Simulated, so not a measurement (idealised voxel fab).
process module | voxel transistor to metal
cross-section cut | 200 nm wide | cells 5 nm
A cross-section is a grid of square cells, given in bands from the top down. A band is one or more rows of cells.
Each band's line starts with the height of the band's top and of its bottom, in nm. Then come its materials from left to right, each with its width in nm. One material with "throughout" fills the band from edge to edge. "air" is empty space.
Height 0 is the level under which the wafer as received is all one material. The lowest band goes on downwards, as in "0 down".
A width such as "30 to 40" changes by the same amount from each row of cells to the next, from the band's top row to its bottom row.
"no change" after a step means that no cell of the cross-section changed.
closed voids: empty space of 8 cells or more with no open way to the top, each as width x height at its distance from the left edge, in nm
after a step's settings: what the simulator itself notes on the step
overlay nm, on a step with a mask: how far to the right of its planned place the mask lay; to the left if negative
Each pair below shows a cross-section before one step and the cross-section after it, down to the lowest band that changed. The line under each pair gives the step between them, with its settings. The pairs can come from different runs of this module on the same starting wafer, so a pair continues from the pair above only where its "before" says so.
before
  90 to 85: SiCN throughout
  85 to 60: lowk 50 | SiCN 5 | W 20 | SiCN 5 | lowk 35 | SiCN 5 | W 20 | SiCN 5 | lowk 55
  60 to 55: SiCN 55 | TiN 20 | SiCN 45 | TiN 20 | SiCN 60
  55 to 45: SiO2 55 | TiN 5 | Ru 10 | TiN 5 | SiO2 45 | TiN 5 | Ru 10 | TiN 5 | SiO2 60
  45 to 35: SiO2 55 | TiN 5 | Ru 10 | TiN 5 | SiO2 5 | SiN 5 | SiO2 5 | SiCN 15 | SiO2 5 | SiN 5 | SiO2 5 | TiN 5 | Ru 10 | TiN 5 | SiO2 60
  35 to 25: SiO2 55 | TiN 5 | Ru 10 | TiN 5 | SiO2 5 | SiN 5 | SiO2 5 | polySi 15 | SiO2 5 | SiN 5 | SiO2 5 | TiN 5 | Ru 10 | TiN 5 | SiO2 60
  25 to 20: SiO2 55 | TiN 20 | SiO2 5 | SiN 5 | SiO2 5 | polySi 15 | SiO2 5 | SiN 5 | SiO2 5 | TiN 20 | SiO2 60
  20 to 5: SiO2 55 | TiN 5 | pSi 20 | SiN 5 | SiO2 5 | polySi 15 | SiO2 5 | SiN 5 | pSi 20 | TiN 5 | SiO2 60
  5 to 0: SiO2 50 | pSi 30 | SiO2 35 | pSi 30 | SiO2 55
  0 to -15: SiO2 55 | pSi 25 | Si 35 | pSi 25 | SiO2 60
  -15 to -35: SiO2 55 | Si 85 | SiO2 60
  -35 down: Si throughout
  closed voids: none
after
  125 to 90: SiO2 throughout
  below 90: unchanged
  closed voids: none
the step between: op DIRECTIONAL_DEP | material SiO2 | thk nm 35
before: the cross-section after the pair above
after
  125 to 105: SiO2 55 | air 20 | SiO2 45 | air 20 | SiO2 60
  below 105: unchanged
  closed voids: none
the step between: op MASKED_ETCH | tone open | mask id METAL_2 | width nm 20 | pitch nm 65 | etch materials SiO2 | depth nm 20 | overlay nm 0
before: the cross-section after the pair above
after
  125 to 105: SiO2 55 | air 20 | SiO2 45 | air 20 | SiO2 60
  105 to 90: SiO2 55 | air 15 | SiO2 50 | air 15 | SiO2 65
  below 90: unchanged
  closed voids: none
the step between: op MASKED_ETCH | tone open | mask id METAL_2_HOLES | width nm 15 | pitch nm 65 | etch materials SiO2 | depth nm 15 | overlay nm 0
before: the cross-section after the pair above
after
  125 to 105: SiO2 55 | air 20 | SiO2 45 | air 20 | SiO2 60
  105 to 90: SiO2 55 | air 15 | SiO2 50 | air 15 | SiO2 65
  90 to 85: SiCN 55 | air 15 | SiCN 50 | air 15 | SiCN 65
  below 85: unchanged
  closed voids: none
the step between: op MASKED_ETCH | tone open | mask id METAL_2_HOLES | width nm 15 | pitch nm 65 | etch materials SiCN | depth nm 5 | overlay nm 0
before: the cross-section after the pair above
after
  130 to 125: TiN 60 | air 10 | TiN 55 | air 10 | TiN 65
  125 to 110: SiO2 55 | TiN 5 | air 10 | TiN 5 | SiO2 45 | TiN 5 | air 10 | TiN 5 | SiO2 60
  110 to 105: SiO2 55 | TiN 5 | air 5 | TiN 10 | SiO2 45 | TiN 5 | air 5 | TiN 10 | SiO2 60
  105 to 90: SiO2 55 | TiN 5 | air 5 | TiN 5 | SiO2 50 | TiN 5 | air 5 | TiN 5 | SiO2 65
  90 to 85: SiCN 55 | TiN 15 | SiCN 50 | TiN 15 | SiCN 65
  below 85: unchanged
  closed voids: none
the step between: op CONFORMAL_DEP | material TiN | thk nm 5
before: the cross-section after the pair above
after
  135 to 130: Cu throughout
  130 to 125: TiN 60 | Cu 10 | TiN 55 | Cu 10 | TiN 65
  125 to 110: SiO2 55 | TiN 5 | Cu 10 | TiN 5 | SiO2 45 | TiN 5 | Cu 10 | TiN 5 | SiO2 60
  110 to 105: SiO2 55 | TiN 5 | Cu 5 | TiN 10 | SiO2 45 | TiN 5 | Cu 5 | TiN 10 | SiO2 60
  105 to 90: SiO2 55 | TiN 5 | Cu 5 | TiN 5 | SiO2 50 | TiN 5 | Cu 5 | TiN 5 | SiO2 65
  below 90: unchanged
  closed voids: none
the step between: op FILL_DEP | material Cu | thk nm 5
before: the cross-section after the pair above
after
  125 to 110: SiO2 55 | TiN 5 | Cu 10 | TiN 5 | SiO2 45 | TiN 5 | Cu 10 | TiN 5 | SiO2 60
  below 110: unchanged
  closed voids: none
the step between: op CMP | height nm 125
before: the cross-section after the pair above
after
  130 to 125: SiN throughout
  below 125: unchanged
  closed voids: none
the step between: op CONFORMAL_DEP | material SiN | thk nm 5
before
  125 to 90: SiO2 throughout
  90 to 85: SiCN throughout
  85 to 60: lowk 50 | SiCN 5 | W 20 | SiCN 5 | lowk 35 | SiCN 5 | W 20 | SiCN 5 | lowk 55
  60 to 55: SiCN 55 | TiN 20 | SiCN 45 | TiN 20 | SiCN 60
  55 to 45: SiO2 55 | TiN 5 | Ru 10 | TiN 5 | SiO2 45 | TiN 5 | Ru 10 | TiN 5 | SiO2 60
  45 to 30: SiO2 55 | TiN 5 | Ru 10 | TiN 5 | SiO2 5 | SiN 5 | SiO2 5 | SiCN 15 | SiO2 5 | SiN 5 | SiO2 5 | TiN 5 | Ru 10 | TiN 5 | SiO2 60
  30 to 20: SiO2 55 | TiN 5 | Ru 10 | TiN 5 | SiO2 5 | SiN 5 | SiO2 5 | polySi 15 | SiO2 5 | SiN 5 | SiO2 5 | TiN 5 | Ru 10 | TiN 5 | SiO2 60
  20 to 15: SiO2 55 | TiN 20 | SiO2 5 | SiN 5 | SiO2 5 | polySi 15 | SiO2 5 | SiN 5 | SiO2 5 | TiN 20 | SiO2 60
  15 to 5: SiO2 55 | TiN 5 | pSi 20 | SiN 5 | SiO2 5 | polySi 15 | SiO2 5 | SiN 5 | pSi 20 | TiN 5 | SiO2 60
  5 to 0: SiO2 50 | SiN 5 | TiN 5 | pSi 20 | SiN 5 | SiO2 5 | polySi 15 | SiO2 5 | SiN 5 | pSi 20 | TiN 5 | SiN 5 | SiO2 55
  0 to -5: SiO2 55 | pSi 25 | SiO2 35 | pSi 25 | SiO2 60
  -5 to -20: SiO2 55 | pSi 25 | Si 35 | pSi 25 | SiO2 60
  -20 to -35: SiO2 55 | Si 85 | SiO2 60
  -35 down: Si throughout
  closed voids: none
after
  125 to 95: SiO2 55 | air 20 | SiO2 45 | air 20 | SiO2 60
  below 95: unchanged
  closed voids: none
the step between: op MASKED_ETCH | tone open | mask id METAL_2 | width nm 20 | pitch nm 65 | etch materials SiO2 | depth nm 30 | overlay nm 0
before: the cross-section after the pair above
after
  125 to 95: SiO2 55 | air 20 | SiO2 45 | air 20 | SiO2 60
  95 to 90: SiO2 55 | air 15 | SiO2 50 | air 15 | SiO2 65
  below 90: unchanged
  closed voids: none
the step between: op MASKED_ETCH | tone open | mask id METAL_2_HOLES | width nm 15 | pitch nm 65 | etch materials SiO2 | depth nm 15 | overlay nm 0
before: the cross-section after the pair above
after
  125 to 95: SiO2 55 | air 20 | SiO2 45 | air 20 | SiO2 60
  95 to 90: SiO2 55 | air 15 | SiO2 50 | air 15 | SiO2 65
  90 to 85: SiCN 55 | air 15 | SiCN 50 | air 15 | SiCN 65
  below 85: unchanged
  closed voids: none
the step between: op MASKED_ETCH | tone open | mask id METAL_2_HOLES | width nm 15 | pitch nm 65 | etch materials SiCN | depth nm 5 | overlay nm 0
before: the cross-section after the pair above
after
  130 to 125: TiN 60 | air 10 | TiN 55 | air 10 | TiN 65
  125 to 100: SiO2 55 | TiN 5 | air 10 | TiN 5 | SiO2 45 | TiN 5 | air 10 | TiN 5 | SiO2 60
  100 to 90: SiO2 55 | TiN 5 | air 5 | TiN 10 to 5 | SiO2 45 to 50 | TiN 5 | air 5 | TiN 10 to 5 | SiO2 60 to 65
  90 to 85: SiCN 55 | TiN 15 | SiCN 50 | TiN 15 | SiCN 65
  below 85: unchanged
  closed voids: none
the step between: op CONFORMAL_DEP | material TiN | thk nm 5
before: the cross-section after the pair above
after
  135 to 130: Cu throughout
  130 to 125: TiN 60 | Cu 10 | TiN 55 | Cu 10 | TiN 65
  125 to 100: SiO2 55 | TiN 5 | Cu 10 | TiN 5 | SiO2 45 | TiN 5 | Cu 10 | TiN 5 | SiO2 60
  100 to 90: SiO2 55 | TiN 5 | Cu 5 | TiN 10 to 5 | SiO2 45 to 50 | TiN 5 | Cu 5 | TiN 10 to 5 | SiO2 60 to 65
  below 90: unchanged
  closed voids: none
the step between: op FILL_DEP | material Cu | thk nm 5
before: the cross-section after the pair above
after
  125 to 100: SiO2 55 | TiN 5 | Cu 10 | TiN 5 | SiO2 45 | TiN 5 | Cu 10 | TiN 5 | SiO2 60
  below 100: unchanged
  closed voids: none
the step between: op CMP | height nm 125
before: the cross-section after the pair above
after
  130 to 125: SiN throughout
  below 125: unchanged
  closed voids: none
the step between: op CONFORMAL_DEP | material SiN | thk nm 5
before
  55 to 45: SiO2 throughout
  45 to 30: SiO2 80 | SiN 5 | SiO2 5 | SiCN 15 | SiO2 5 | SiN 5 | SiO2 85
  30 to 15: SiO2 80 | SiN 5 | SiO2 5 | polySi 15 | SiO2 5 | SiN 5 | SiO2 85
  15 to 5: SiO2 60 | pSi 20 | SiN 5 | SiO2 5 | polySi 15 | SiO2 5 | SiN 5 | pSi 20 | SiO2 65
  5 to 0: SiO2 50 | SiN 5 | SiO2 5 | pSi 20 | SiN 5 | SiO2 5 | polySi 15 | SiO2 5 | SiN 5 | pSi 20 | SiO2 5 | SiN 5 | SiO2 55
  0 to -5: SiO2 55 | pSi 25 | SiO2 35 | pSi 25 | SiO2 60
  -5 to -20: SiO2 55 | pSi 25 | Si 35 | pSi 25 | SiO2 60
  -20 to -35: SiO2 55 | Si 85 | SiO2 60
  -35 down: Si throughout
  closed voids: none
after
  75 to 55: resist 50 | air 30 | resist 35 | air 30 | resist 55
  below 55: unchanged
  closed voids: none
the step between: op PATTERN | tone open | mask id CONTACT | material resist | width nm 30 | pitch nm 65 | thk nm 20 | overlay nm 0
before: the cross-section after the pair above
after
  75 to 55: resist 50 | air 30 | resist 35 | air 30 | resist 55
  55 to 45: SiO2 50 | air 30 | SiO2 35 | air 30 | SiO2 55
  45 to 30: SiO2 50 | air 30 | SiN 5 | SiO2 5 | SiCN 15 | SiO2 5 | SiN 5 | air 30 | SiO2 55
  30 to 15: SiO2 50 | air 30 | SiN 5 | SiO2 5 | polySi 15 | SiO2 5 | SiN 5 | air 30 | SiO2 55
  15 to 5: SiO2 50 | air 10 | pSi 20 | SiN 5 | SiO2 5 | polySi 15 | SiO2 5 | SiN 5 | pSi 20 | air 10 | SiO2 55
  5 to 0: SiO2 50 | SiN 5 | air 5 | pSi 20 | SiN 5 | SiO2 5 | polySi 15 | SiO2 5 | SiN 5 | pSi 20 | air 5 | SiN 5 | SiO2 55
  below 0: unchanged
  closed voids: none
the step between: op DIRECTIONAL_ETCH | etch materials SiO2 | depth nm 55
before: the cross-section after the pair above
after
  55 to 45: SiO2 50 | air 30 | SiO2 35 | air 30 | SiO2 55
  below 45: unchanged
  closed voids: none
the step between: op STRIP | etch materials resist
before: the cross-section after the pair above
after
  60 to 55: TiN 55 | air 20 | TiN 45 | air 20 | TiN 60
  55 to 45: SiO2 50 | TiN 5 | air 20 | TiN 5 | SiO2 35 | TiN 5 | air 20 | TiN 5 | SiO2 55
  45 to 30: SiO2 50 | TiN 5 | air 20 | TiN 5 | SiN 5 | SiO2 5 | SiCN 15 | SiO2 5 | SiN 5 | TiN 5 | air 20 | TiN 5 | SiO2 55
  30 to 20: SiO2 50 | TiN 5 | air 20 | TiN 5 | SiN 5 | SiO2 5 | polySi 15 | SiO2 5 | SiN 5 | TiN 5 | air 20 | TiN 5 | SiO2 55
  20 to 15: SiO2 50 | TiN 30 | SiN 5 | SiO2 5 | polySi 15 | SiO2 5 | SiN 5 | TiN 30 | SiO2 55
  15 to 5: SiO2 50 | TiN 10 | pSi 20 | SiN 5 | SiO2 5 | polySi 15 | SiO2 5 | SiN 5 | pSi 20 | TiN 10 | SiO2 55
  5 to 0: SiO2 50 | SiN 5 | TiN 5 | pSi 20 | SiN 5 | SiO2 5 | polySi 15 | SiO2 5 | SiN 5 | pSi 20 | TiN 5 | SiN 5 | SiO2 55
  below 0: unchanged
  closed voids: none
the step between: op CONFORMAL_DEP | material TiN | thk nm 5
before: the cross-section after the pair above
after
  65 to 60: Ru throughout
  60 to 55: TiN 55 | Ru 20 | TiN 45 | Ru 20 | TiN 60
  55 to 45: SiO2 50 | TiN 5 | Ru 20 | TiN 5 | SiO2 35 | TiN 5 | Ru 20 | TiN 5 | SiO2 55
  45 to 30: SiO2 50 | TiN 5 | Ru 20 | TiN 5 | SiN 5 | SiO2 5 | SiCN 15 | SiO2 5 | SiN 5 | TiN 5 | Ru 20 | TiN 5 | SiO2 55
  30 to 20: SiO2 50 | TiN 5 | Ru 20 | TiN 5 | SiN 5 | SiO2 5 | polySi 15 | SiO2 5 | SiN 5 | TiN 5 | Ru 20 | TiN 5 | SiO2 55
  below 20: unchanged
  closed voids: none
the step between: op FILL_DEP | material Ru | thk nm 5
before: the cross-section after the pair above
after
  55 to 45: SiO2 50 | TiN 5 | Ru 20 | TiN 5 | SiO2 35 | TiN 5 | Ru 20 | TiN 5 | SiO2 55
  below 45: unchanged
  closed voids: none
the step between: op CMP | height nm 55
before: the cross-section after the pair above
after
  60 to 55: TiN throughout
  below 55: unchanged
  closed voids: none
the step between: op DIRECTIONAL_DEP | material TiN | thk nm 5
before: the cross-section after the pair above
after
  85 to 60: W throughout
  below 60: unchanged
  closed voids: none
the step between: op DIRECTIONAL_DEP | material W | thk nm 25
before: the cross-section after the pair above
after
  85 to 60: air 55 | W 20 | air 45 | W 20 | air 60
  below 60: unchanged
  closed voids: none
the step between: op MASKED_ETCH | tone cover | mask id METAL_1 | width nm 20 | pitch nm 65 | etch materials W | depth nm 25 | overlay nm 0
before: the cross-section after the pair above
after
  85 to 60: air 55 | W 20 | air 45 | W 20 | air 60
  60 to 55: air 55 | TiN 20 | air 45 | TiN 20 | air 60
  below 55: unchanged
  closed voids: none
the step between: op MASKED_ETCH | tone cover | mask id METAL_1 | width nm 20 | pitch nm 65 | etch materials TiN | depth nm 5 | overlay nm 0
before: the cross-section after the pair above
after
  90 to 85: air 50 | SiCN 30 | air 35 | SiCN 30 | air 55
  85 to 60: air 50 | SiCN 5 | W 20 | SiCN 5 | air 35 | SiCN 5 | W 20 | SiCN 5 | air 55
  60 to 55: SiCN 55 | TiN 20 | SiCN 45 | TiN 20 | SiCN 60
  below 55: unchanged
  closed voids: none
the step between: op CONFORMAL_DEP | material SiCN | thk nm 5
before: the cross-section after the pair above
after
  95 to 90: lowk throughout
  90 to 85: lowk 50 | SiCN 30 | lowk 35 | SiCN 30 | lowk 55
  85 to 60: lowk 50 | SiCN 5 | W 20 | SiCN 5 | lowk 35 | SiCN 5 | W 20 | SiCN 5 | lowk 55
  below 60: unchanged
  closed voids: none
the step between: op FILL_DEP | material lowk | thk nm 5
before: the cross-section after the pair above
after
  85 to 60: lowk 50 | SiCN 5 | W 20 | SiCN 5 | lowk 35 | SiCN 5 | W 20 | SiCN 5 | lowk 55
  below 60: unchanged
  closed voids: none
the step between: op CMP | height nm 85
before: the cross-section after the pair above
after
  90 to 85: SiCN throughout
  below 85: unchanged
  closed voids: none
the step between: op CONFORMAL_DEP | material SiCN | thk nm 5
before: the cross-section after the pair above
after
  125 to 90: SiO2 throughout
  below 90: unchanged
  closed voids: none
the step between: op DIRECTIONAL_DEP | material SiO2 | thk nm 35
before: the cross-section after the pair above
after
  125 to 105: SiO2 55 | air 20 | SiO2 45 | air 20 | SiO2 60
  below 105: unchanged
  closed voids: none
the step between: op MASKED_ETCH | tone open | mask id METAL_2 | width nm 20 | pitch nm 65 | etch materials SiO2 | depth nm 20 | overlay nm 0
before: the cross-section after the pair above
after
  125 to 105: SiO2 55 | air 20 | SiO2 45 | air 20 | SiO2 60
  105 to 90: SiO2 55 | air 15 | SiO2 50 | air 15 | SiO2 65
  below 90: unchanged
  closed voids: none
the step between: op MASKED_ETCH | tone open | mask id METAL_2_HOLES | width nm 15 | pitch nm 65 | etch materials SiO2 | depth nm 15 | overlay nm 0
before: the cross-section after the pair above
after
  125 to 105: SiO2 55 | air 20 | SiO2 45 | air 20 | SiO2 60
  105 to 90: SiO2 55 | air 15 | SiO2 50 | air 15 | SiO2 65
  90 to 85: SiCN 55 | air 15 | SiCN 50 | air 15 | SiCN 65
  below 85: unchanged
  closed voids: none
the step between: op MASKED_ETCH | tone open | mask id METAL_2_HOLES | width nm 15 | pitch nm 65 | etch materials SiCN | depth nm 5 | overlay nm 0
before: the cross-section after the pair above
after
  130 to 125: TiN 60 | air 10 | TiN 55 | air 10 | TiN 65
  125 to 110: SiO2 55 | TiN 5 | air 10 | TiN 5 | SiO2 45 | TiN 5 | air 10 | TiN 5 | SiO2 60
  110 to 105: SiO2 55 | TiN 5 | air 5 | TiN 10 | SiO2 45 | TiN 5 | air 5 | TiN 10 | SiO2 60
  105 to 90: SiO2 55 | TiN 5 | air 5 | TiN 5 | SiO2 50 | TiN 5 | air 5 | TiN 5 | SiO2 65
  90 to 85: SiCN 55 | TiN 15 | SiCN 50 | TiN 15 | SiCN 65
  below 85: unchanged
  closed voids: none
the step between: op CONFORMAL_DEP | material TiN | thk nm 5
before: the cross-section after the pair above
after
  135 to 130: Cu throughout
  130 to 125: TiN 60 | Cu 10 | TiN 55 | Cu 10 | TiN 65
  125 to 110: SiO2 55 | TiN 5 | Cu 10 | TiN 5 | SiO2 45 | TiN 5 | Cu 10 | TiN 5 | SiO2 60
  110 to 105: SiO2 55 | TiN 5 | Cu 5 | TiN 10 | SiO2 45 | TiN 5 | Cu 5 | TiN 10 | SiO2 60
  105 to 90: SiO2 55 | TiN 5 | Cu 5 | TiN 5 | SiO2 50 | TiN 5 | Cu 5 | TiN 5 | SiO2 65
  below 90: unchanged
  closed voids: none
the step between: op FILL_DEP | material Cu | thk nm 5
before: the cross-section after the pair above
after
  125 to 110: SiO2 55 | TiN 5 | Cu 10 | TiN 5 | SiO2 45 | TiN 5 | Cu 10 | TiN 5 | SiO2 60
  below 110: unchanged
  closed voids: none
the step between: op CMP | height nm 125
before: the cross-section after the pair above
after
  130 to 125: SiN throughout
  below 125: unchanged
  closed voids: none
the step between: op CONFORMAL_DEP | material SiN | thk nm 5
before
  85 to 60: W throughout
  60 to 55: TiN throughout
  55 to 45: SiO2 55 | TiN 5 | Ru 10 | TiN 5 | SiO2 45 | TiN 5 | Ru 10 | TiN 5 | SiO2 60
  45 to 30: SiO2 55 | TiN 5 | Ru 10 | TiN 5 | SiO2 5 | SiN 5 | SiO2 5 | SiCN 15 | SiO2 5 | SiN 5 | SiO2 5 | TiN 5 | Ru 10 | TiN 5 | SiO2 60
  30 to 20: SiO2 55 | TiN 5 | Ru 10 | TiN 5 | SiO2 5 | SiN 5 | SiO2 5 | polySi 15 | SiO2 5 | SiN 5 | SiO2 5 | TiN 5 | Ru 10 | TiN 5 | SiO2 60
  20 to 15: SiO2 55 | TiN 20 | SiO2 5 | SiN 5 | SiO2 5 | polySi 15 | SiO2 5 | SiN 5 | SiO2 5 | TiN 20 | SiO2 60
  15 to 5: SiO2 55 | TiN 5 | pSi 20 | SiN 5 | SiO2 5 | polySi 15 | SiO2 5 | SiN 5 | pSi 20 | TiN 5 | SiO2 60
  5 to 0: SiO2 50 | SiN 5 | TiN 5 | pSi 20 | SiN 5 | SiO2 5 | polySi 15 | SiO2 5 | SiN 5 | pSi 20 | TiN 5 | SiN 5 | SiO2 55
  0 to -5: SiO2 55 | pSi 25 | SiO2 35 | pSi 25 | SiO2 60
  -5 to -20: SiO2 55 | pSi 25 | Si 35 | pSi 25 | SiO2 60
  -20 to -35: SiO2 55 | Si 85 | SiO2 60
  -35 down: Si throughout
  closed voids: none
after
  85 to 60: air 65 | W 20 | air 45 | W 20 | air 50
  below 60: unchanged
  closed voids: none
the step between: op MASKED_ETCH | tone cover | mask id METAL_1 | width nm 20 | pitch nm 65 | etch materials W | depth nm 25 | overlay nm 10
before: the cross-section after the pair above
after
  85 to 60: air 65 | W 20 | air 45 | W 20 | air 50
  60 to 55: air 55 | TiN 30 | air 35 | TiN 30 | air 50
  below 55: unchanged
  closed voids: none
the step between: op MASKED_ETCH | tone cover | mask id METAL_1 | width nm 20 | pitch nm 65 | etch materials TiN | depth nm 5 | overlay nm 0
before: the cross-section after the pair above
after
  90 to 85: air 60 | SiCN 30 | air 35 | SiCN 30 | air 45
  85 to 65: air 60 | SiCN 5 | W 20 | SiCN 5 | air 35 | SiCN 5 | W 20 | SiCN 5 | air 45
  65 to 60: air 50 | SiCN 15 | W 20 | SiCN 5 | air 25 | SiCN 15 | W 20 | SiCN 5 | air 45
  60 to 55: SiCN 55 | TiN 30 | SiCN 35 | TiN 30 | SiCN 50
  below 55: unchanged
  closed voids: none
the step between: op CONFORMAL_DEP | material SiCN | thk nm 5
before: the cross-section after the pair above
after
  95 to 90: lowk throughout
  90 to 85: lowk 60 | SiCN 30 | lowk 35 | SiCN 30 | lowk 45
  85 to 65: lowk 60 | SiCN 5 | W 20 | SiCN 5 | lowk 35 | SiCN 5 | W 20 | SiCN 5 | lowk 45
  65 to 60: lowk 50 | SiCN 15 | W 20 | SiCN 5 | lowk 25 | SiCN 15 | W 20 | SiCN 5 | lowk 45
  below 60: unchanged
  closed voids: none
the step between: op FILL_DEP | material lowk | thk nm 5
before: the cross-section after the pair above
after
  85 to 65: lowk 60 | SiCN 5 | W 20 | SiCN 5 | lowk 35 | SiCN 5 | W 20 | SiCN 5 | lowk 45
  below 65: unchanged
  closed voids: none
the step between: op CMP | height nm 85
before: the cross-section after the pair above
after
  90 to 85: SiCN throughout
  below 85: unchanged
  closed voids: none
the step between: op CONFORMAL_DEP | material SiCN | thk nm 5
before: the cross-section after the pair above
after
  125 to 90: SiO2 throughout
  below 90: unchanged
  closed voids: none
the step between: op DIRECTIONAL_DEP | material SiO2 | thk nm 35
before: the cross-section after the pair above
after
  125 to 105: SiO2 55 | air 20 | SiO2 45 | air 20 | SiO2 60
  below 105: unchanged
  closed voids: none
the step between: op MASKED_ETCH | tone open | mask id METAL_2 | width nm 20 | pitch nm 65 | etch materials SiO2 | depth nm 20 | overlay nm 0
before: the cross-section after the pair above
after
  125 to 105: SiO2 55 | air 20 | SiO2 45 | air 20 | SiO2 60
  105 to 90: SiO2 55 | air 15 | SiO2 50 | air 15 | SiO2 65
  below 90: unchanged
  closed voids: none
the step between: op MASKED_ETCH | tone open | mask id METAL_2_HOLES | width nm 15 | pitch nm 65 | etch materials SiO2 | depth nm 15 | overlay nm 0
before: the cross-section after the pair above
after
  125 to 105: SiO2 55 | air 20 | SiO2 45 | air 20 | SiO2 60
  105 to 90: SiO2 55 | air 15 | SiO2 50 | air 15 | SiO2 65
  90 to 85: SiCN 55 | air 15 | SiCN 50 | air 15 | SiCN 65
  below 85: unchanged
  closed voids: none
the step between: op MASKED_ETCH | tone open | mask id METAL_2_HOLES | width nm 15 | pitch nm 65 | etch materials SiCN | depth nm 5 | overlay nm 0
before: the cross-section after the pair above
after
  130 to 125: TiN 60 | air 10 | TiN 55 | air 10 | TiN 65
  125 to 110: SiO2 55 | TiN 5 | air 10 | TiN 5 | SiO2 45 | TiN 5 | air 10 | TiN 5 | SiO2 60
  110 to 105: SiO2 55 | TiN 5 | air 5 | TiN 10 | SiO2 45 | TiN 5 | air 5 | TiN 10 | SiO2 60
  105 to 90: SiO2 55 | TiN 5 | air 5 | TiN 5 | SiO2 50 | TiN 5 | air 5 | TiN 5 | SiO2 65
  90 to 85: SiCN 55 | TiN 15 | SiCN 50 | TiN 15 | SiCN 65
  below 85: unchanged
  closed voids: none
the step between: op CONFORMAL_DEP | material TiN | thk nm 5
before: the cross-section after the pair above
after
  135 to 130: Cu throughout
  130 to 125: TiN 60 | Cu 10 | TiN 55 | Cu 10 | TiN 65
  125 to 110: SiO2 55 | TiN 5 | Cu 10 | TiN 5 | SiO2 45 | TiN 5 | Cu 10 | TiN 5 | SiO2 60
  110 to 105: SiO2 55 | TiN 5 | Cu 5 | TiN 10 | SiO2 45 | TiN 5 | Cu 5 | TiN 10 | SiO2 60
  105 to 90: SiO2 55 | TiN 5 | Cu 5 | TiN 5 | SiO2 50 | TiN 5 | Cu 5 | TiN 5 | SiO2 65
  below 90: unchanged
  closed voids: none
the step between: op FILL_DEP | material Cu | thk nm 5
before: the cross-section after the pair above
after
  125 to 110: SiO2 55 | TiN 5 | Cu 10 | TiN 5 | SiO2 45 | TiN 5 | Cu 10 | TiN 5 | SiO2 60
  below 110: unchanged
  closed voids: none
the step between: op CMP | height nm 125
before: the cross-section after the pair above
after
  130 to 125: SiN throughout
  below 125: unchanged
  closed voids: none
the step between: op CONFORMAL_DEP | material SiN | thk nm 5
before
  60 to 55: TiN 60 | air 10 | TiN 55 | air 10 | TiN 65
  55 to 45: SiO2 55 | TiN 5 | air 10 | TiN 5 | SiO2 45 | TiN 5 | air 10 | TiN 5 | SiO2 60
  45 to 30: SiO2 55 | TiN 5 | air 10 | TiN 5 | SiO2 5 | SiN 5 | SiO2 5 | SiCN 15 | SiO2 5 | SiN 5 | SiO2 5 | TiN 5 | air 10 | TiN 5 | SiO2 60
  30 to 20: SiO2 55 | TiN 5 | air 10 | TiN 5 | SiO2 5 | SiN 5 | SiO2 5 | polySi 15 | SiO2 5 | SiN 5 | SiO2 5 | TiN 5 | air 10 | TiN 5 | SiO2 60
  20 to 15: SiO2 55 | TiN 20 | SiO2 5 | SiN 5 | SiO2 5 | polySi 15 | SiO2 5 | SiN 5 | SiO2 5 | TiN 20 | SiO2 60
  15 to 5: SiO2 55 | TiN 5 | pSi 20 | SiN 5 | SiO2 5 | polySi 15 | SiO2 5 | SiN 5 | pSi 20 | TiN 5 | SiO2 60
  5 to 0: SiO2 50 | SiN 5 | TiN 5 | pSi 20 | SiN 5 | SiO2 5 | polySi 15 | SiO2 5 | SiN 5 | pSi 20 | TiN 5 | SiN 5 | SiO2 55
  0 to -5: SiO2 55 | pSi 25 | SiO2 35 | pSi 25 | SiO2 60
  -5 to -20: SiO2 55 | pSi 25 | Si 35 | pSi 25 | SiO2 60
  -20 to -35: SiO2 55 | Si 85 | SiO2 60
  -35 down: Si throughout
  closed voids: none
after
  65 to 60: W throughout
  60 to 55: TiN 60 | W 10 | TiN 55 | W 10 | TiN 65
  55 to 45: SiO2 55 | TiN 5 | W 10 | TiN 5 | SiO2 45 | TiN 5 | W 10 | TiN 5 | SiO2 60
  45 to 30: SiO2 55 | TiN 5 | W 10 | TiN 5 | SiO2 5 | SiN 5 | SiO2 5 | SiCN 15 | SiO2 5 | SiN 5 | SiO2 5 | TiN 5 | W 10 | TiN 5 | SiO2 60
  30 to 20: SiO2 55 | TiN 5 | W 10 | TiN 5 | SiO2 5 | SiN 5 | SiO2 5 | polySi 15 | SiO2 5 | SiN 5 | SiO2 5 | TiN 5 | W 10 | TiN 5 | SiO2 60
  below 20: unchanged
  closed voids: none
the step between: op FILL_DEP | material W | thk nm 5
before: the cross-section after the pair above
after
  55 to 45: SiO2 55 | TiN 5 | W 10 | TiN 5 | SiO2 45 | TiN 5 | W 10 | TiN 5 | SiO2 60
  below 45: unchanged
  closed voids: none
the step between: op CMP | height nm 55
before: the cross-section after the pair above
after
  60 to 55: TiN throughout
  below 55: unchanged
  closed voids: none
the step between: op DIRECTIONAL_DEP | material TiN | thk nm 5
before: the cross-section after the pair above
after
  85 to 60: W throughout
  below 60: unchanged
  closed voids: none
the step between: op DIRECTIONAL_DEP | material W | thk nm 25
before: the cross-section after the pair above
after
  85 to 60: air 55 | W 20 | air 45 | W 20 | air 60
  below 60: unchanged
  closed voids: none
the step between: op MASKED_ETCH | tone cover | mask id METAL_1 | width nm 20 | pitch nm 65 | etch materials W | depth nm 25 | overlay nm 0
before: the cross-section after the pair above
after
  85 to 60: air 55 | W 20 | air 45 | W 20 | air 60
  60 to 55: air 55 | TiN 20 | air 45 | TiN 20 | air 60
  below 55: unchanged
  closed voids: none
the step between: op MASKED_ETCH | tone cover | mask id METAL_1 | width nm 20 | pitch nm 65 | etch materials TiN | depth nm 5 | overlay nm 0
before: the cross-section after the pair above
after
  90 to 85: air 50 | SiCN 30 | air 35 | SiCN 30 | air 55
  85 to 60: air 50 | SiCN 5 | W 20 | SiCN 5 | air 35 | SiCN 5 | W 20 | SiCN 5 | air 55
  60 to 55: SiCN 55 | TiN 20 | SiCN 45 | TiN 20 | SiCN 60
  below 55: unchanged
  closed voids: none
the step between: op CONFORMAL_DEP | material SiCN | thk nm 5
before: the cross-section after the pair above
after
  95 to 90: lowk throughout
  90 to 85: lowk 50 | SiCN 30 | lowk 35 | SiCN 30 | lowk 55
  85 to 60: lowk 50 | SiCN 5 | W 20 | SiCN 5 | lowk 35 | SiCN 5 | W 20 | SiCN 5 | lowk 55
  below 60: unchanged
  closed voids: none
the step between: op FILL_DEP | material lowk | thk nm 5
before: the cross-section after the pair above
after
  85 to 60: lowk 50 | SiCN 5 | W 20 | SiCN 5 | lowk 35 | SiCN 5 | W 20 | SiCN 5 | lowk 55
  below 60: unchanged
  closed voids: none
the step between: op CMP | height nm 85
before: the cross-section after the pair above
after
  90 to 85: SiCN throughout
  below 85: unchanged
  closed voids: none
the step between: op CONFORMAL_DEP | material SiCN | thk nm 5
